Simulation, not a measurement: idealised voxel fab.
process module | voxel self aligned contacts
cross-section cut | 185 nm wide | cells 5 nm
A cross-section is a grid of square cells, given in bands from the top down. A band is one or more rows of cells.
Each band's line starts with the height of the band's top and of its bottom, in nm. Then come its materials from left to right, each with its width in nm. One material with "throughout" fills the band from edge to edge. "air" is empty space.
Height 0 is the level under which the wafer as received is all one material. The lowest band goes on downwards, as in "0 down".
A width such as "30 to 40" changes by the same amount from each row of cells to the next, from the band's top row to its bottom row.
"no change" after a step means that no cell of the cross-section changed.
closed voids: empty space of 8 cells or more with no open way to the top, each as width x height at its distance from the left edge, in nm
after a step's settings: what the simulator itself notes on the step
overlay nm, on a step with a mask: how far to the right of its planned place the mask lay; to the left if negative
plan
1 op RECEIVE | material Si
2 op CONFORMAL_DEP | material SiO2 | thk nm 5
3 op DIRECTIONAL_DEP | material polySi | thk nm 25
4 op DIRECTIONAL_DEP | material SiN | thk nm 15
5 op PATTERN | tone cover | mask id GATE | material resist | width nm 25 | pitch nm 50 | thk nm 20 | overlay nm 0
6 op DIRECTIONAL_ETCH | etch materials SiN | depth nm 15
7 op DIRECTIONAL_ETCH | etch materials polySi | depth nm 25
8 op STRIP | etch materials resist
9 op CONFORMAL_DEP | material SiN | thk nm 5
10 op DIRECTIONAL_ETCH | etch materials SiN | depth nm 5
11 op FILL_DEP | material SiO2 | thk nm 20
12 op CMP | height nm 55
13 op PATTERN | tone open | mask id CONTACT | material resist | width nm 35 | thk nm 15 | overlay nm 0
14 op DIRECTIONAL_ETCH | etch materials SiO2 | depth nm 55
15 op STRIP | etch materials resist
16 op CONFORMAL_DEP | material TiN | thk nm 5
17 op FILL_DEP | material W | thk nm 10
18 op CMP | height nm 55
19 op CONFORMAL_DEP | material SiN | thk nm 5
as received, after step 1
  0 down: Si throughout
  closed voids: none
first wafer at the end, as planned
  60 to 55: SiN throughout
  55 to 45: SiO2 75 | TiN 5 to 15 | W 25 to 5 | TiN 5 to 15 | SiO2 75
  45 to 30: SiO2 50 | SiN 35 | TiN 5 | W 5 | TiN 5 | SiN 35 | SiO2 50
  30 to 5: SiO2 50 | SiN 5 | polySi 25 | SiN 5 | TiN 5 | W 5 | TiN 5 | SiN 5 | polySi 25 | SiN 5 | SiO2 50
  5 to 0: SiO2 85 | TiN 15 | SiO2 85
  0 down: Si throughout
  closed voids: none
second wafer at the end: like start, like plan, one mistake
  60 to 55: SiN throughout
  55 to 45: SiO2 75 | TiN 5 to 10 | W 25 to 5 | TiN 5 to 20 | SiO2 75
  45 to 30: SiO2 45 | SiN 35 | TiN 5 | W 5 | TiN 5 | SiN 35 | SiO2 55
  30 to 5: SiO2 45 | SiN 5 | polySi 25 | SiN 5 | TiN 5 | W 5 | TiN 5 | SiN 5 | polySi 25 | SiN 5 | SiO2 55
  5 to 0: SiO2 80 | TiN 15 | SiO2 90
  0 down: Si throughout
  closed voids: none
what went wrong: step 5 ran as: op PATTERN | tone cover | mask id GATE | material resist | width nm 25 | pitch nm 50 | thk nm 20 | overlay nm -5
at the end the second wafer has, in cells: as many of each material as the first, in other places
